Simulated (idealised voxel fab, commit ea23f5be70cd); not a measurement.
The process module presented herein is designated voxel self aligned vias.
Displayed cross-section: cut, width of 275 nm, square cells sized 5 nm.
For the purposes of this document, a cross-section shall be understood as a grid of square cells, specified as bands listed in top-to-bottom order, each band consisting of one or more rows of cells. Heights first: top, then bottom, in nm. Then materials, left to right, each with a width in nm. "edge to edge" on a single material: fills the band edge to edge. "air": empty space. Heights are measured from 0, the level below which the as-received wafer is all one material; the lowest band has no bottom and continues downward, written as in "from 0 down". A two-number width, for instance "30 to 40", indicates that the width is equal to the first number in the top row of the band and to the second number in the bottom row, and that it changes by a constant amount per row of cells. The cross-section has no changed cell in any step marked "all unchanged". Under "Trapped void list" you'll find the enclosed gaps, the ones with no way out to the top, that are 8 cells or bigger; each reads width x height at distance, with distance counted from the left edge, everything in nm. What comes after the settings on a step's line is commentary from the simulator itself on that step. If you see "overlay nm" on a step's line and that step has a mask, it's telling you how far right of where it was planned the mask ended up; a negative number means it went left instead.

## Planned process steps
1. RECEIVE [material Si]
2. CONFORMAL_DEP [material SiO2] [thk nm 15]
3. CONFORMAL_DEP [material SiCN] [thk nm 5]
4. DIRECTIONAL_DEP [material SiO2] [thk nm 30]
5. DIRECTIONAL_DEP [material aC] [thk nm 15]
6. PATTERN [tone open] [mask id LINES] [material resist] [width nm 15] [pitch nm 65] [thk nm 35] [overlay nm 0]
7. DIRECTIONAL_ETCH [etch materials aC] [depth nm 15]
8. STRIP [etch materials resist]
9. DIRECTIONAL_ETCH [etch materials SiO2] [depth nm 30]
10. STRIP [etch materials aC]
11. CONFORMAL_DEP [material TiN] [thk nm 5]
12. FILL_DEP [material W] [thk nm 5]
13. CMP [height nm 50]
14. SELECTIVE_ETCH [etch materials W Ru TiN] [depth nm 5]
15. FILL_DEP [material SiN] [thk nm 10]
16. CMP [height nm 50]
17. DIRECTIONAL_DEP [material SiO2] [thk nm 15]
18. DIRECTIONAL_DEP [material aC] [thk nm 15]
19. PATTERN [tone open] [mask id VIAS] [material resist] [width nm 40] [pitch nm 130] [thk nm 35] [overlay nm 0]
20. DIRECTIONAL_ETCH [etch materials aC] [depth nm 15]
21. STRIP [etch materials resist]
22. DIRECTIONAL_ETCH [etch materials SiO2] [depth nm 15]
23. DIRECTIONAL_ETCH [etch materials SiN] [depth nm 5]
24. STRIP [etch materials aC]
25. CONFORMAL_DEP [material TiN] [thk nm 5]
26. FILL_DEP [material Cu] [thk nm 5]
27. CMP [height nm 65]
28. CONFORMAL_DEP [material SiCN] [thk nm 5]
For clarity, it should be stated that the wafers under discussion commence in an identical condition and differ with respect to the width nm of step 6, the plan indicating the value that the first wafer had.

## Cross-section of the first of several received wafers, showing its state after step 1
  from 0 down | Si edge to edge
  Trapped void list: none

## Cross-sectional representation of the first of several wafers at the end of the module, i.e. after its terminal step, step 28
  from 70 to 65 | SiCN edge to edge
  from 65 to 55 | 50 SiO2; 5 TiN; 30 Cu; 5 TiN; 90 SiO2; 5 TiN; 30 Cu; 5 TiN; 55 SiO2
  from 55 to 50 | 50 SiO2; 20 TiN; 5 Cu; 15 TiN; 90 SiO2; 20 TiN; 5 Cu; 15 TiN; 55 SiO2
  from 50 to 45 | 65 SiO2; 15 TiN; 50 SiO2; 15 SiN; 50 SiO2; 15 TiN; 65 SiO2
  from 45 to 25 | 65 SiO2; 5 TiN; 5 W; 5 TiN; 50 SiO2; 5 TiN; 5 W; 5 TiN; 50 SiO2; 5 TiN; 5 W; 5 TiN; 65 SiO2
  from 25 to 20 | 65 SiO2; 15 TiN; 50 SiO2; 15 TiN; 50 SiO2; 15 TiN; 65 SiO2
  from 20 to 15 | SiCN edge to edge
  from 15 to 0 | SiO2 edge to edge
  from 0 down | Si edge to edge
  Trapped void list: none

## A cross-section through the last wafer at the close of the module
  from 70 to 65 | SiCN edge to edge
  from 65 to 55 | 50 SiO2; 5 TiN; 30 Cu; 5 TiN; 90 SiO2; 5 TiN; 30 Cu; 5 TiN; 55 SiO2
  from 55 to 50 | 50 SiO2; 10 TiN; 25 Cu; 5 TiN; 90 SiO2; 10 TiN; 25 Cu; 5 TiN; 55 SiO2
  from 50 to 45 | 55 SiO2; 35 TiN; 30 SiO2; 35 SiN; 30 SiO2; 35 TiN; 55 SiO2
  from 45 to 25 | 55 SiO2; 5 TiN; 25 W; 5 TiN; 30 SiO2; 5 TiN; 25 W; 5 TiN; 30 SiO2; 5 TiN; 25 W; 5 TiN; 55 SiO2
  from 25 to 20 | 55 SiO2; 35 TiN; 30 SiO2; 35 TiN; 30 SiO2; 35 TiN; 55 SiO2
  from 20 to 15 | SiCN edge to edge
  from 15 to 0 | SiO2 edge to edge
  from 0 down | Si edge to edge
  Trapped void list: none

## Here is how to read the rows: every wafer has a row, and it shows the wafer at the end of the module, giving for each material how many cells were gained (+) or lost (-) since the wafer was received, then listing its closed voids
width nm 15 | +26 Cu | +110 SiCN | +3 SiN | +558 SiO2 | +61 TiN | +12 W | Trapped void list: none
width nm 20 | +28 Cu | +110 SiCN | +4 SiN | +540 SiO2 | +64 TiN | +24 W | Trapped void list: none
width nm 25 | +30 Cu | +110 SiCN | +5 SiN | +522 SiO2 | +67 TiN | +36 W | Trapped void list: none
width nm 30 | +32 Cu | +110 SiCN | +6 SiN | +504 SiO2 | +70 TiN | +48 W | Trapped void list: none
width nm 35 | +34 Cu | +110 SiCN | +7 SiN | +486 SiO2 | +73 TiN | +60 W | Trapped void list: none
